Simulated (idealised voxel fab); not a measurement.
process module | voxel spacer lines
cross-section cut | 165 nm wide | cells 5 nm
A cross-section is a grid of square cells, given in bands from the top down. A band is one or more rows of cells.
Each band's line starts with the height of the band's top and of its bottom, in nm. Then come its materials from left to right, each with its width in nm. One material with "throughout" fills the band from edge to edge. "air" is empty space.
Height 0 is the level under which the wafer as received is all one material. The lowest band goes on downwards, as in "0 down".
A width such as "30 to 40" changes by the same amount from each row of cells to the next, from the band's top row to its bottom row.
"no change" after a step means that no cell of the cross-section changed.
closed voids: empty space of 8 cells or more with no open way to the top, each as width x height at its distance from the left edge, in nm
after a step's settings: what the simulator itself notes on the step
overlay nm, on a step with a mask: how far to the right of its planned place the mask lay; to the left if negative
plan
1 op RECEIVE | material Si
2 op CONFORMAL_DEP | material SiO2 | thk nm 5
3 op DIRECTIONAL_DEP | material W | thk nm 20
4 op DIRECTIONAL_DEP | material polySi | thk nm 30
5 op PATTERN | tone cover | mask id MANDREL | material resist | width nm 20 | pitch nm 60 | thk nm 40 | overlay nm 0
6 op DIRECTIONAL_ETCH | etch materials polySi | depth nm 30
7 op STRIP | etch materials resist
8 op CONFORMAL_DEP | material SiN | thk nm 10
9 op DIRECTIONAL_ETCH | etch materials SiN | depth nm 10
10 op STRIP | etch materials polySi
11 op DIRECTIONAL_ETCH | etch materials W | depth nm 20
12 op STRIP | etch materials SiN
as received, after step 1
  0 down: Si throughout
  closed voids: none
a wafer at the end: this start, this plan, one mistake
  25 to 5: air 40 | W 20 | air 40 | W 20 | air 45
  5 to 0: SiO2 throughout
  0 down: Si throughout
  closed voids: none
what went wrong: step 5 ran as: op PATTERN | tone open | mask id MANDREL | material resist | width nm 20 | pitch nm 60 | thk nm 40 | overlay nm 0
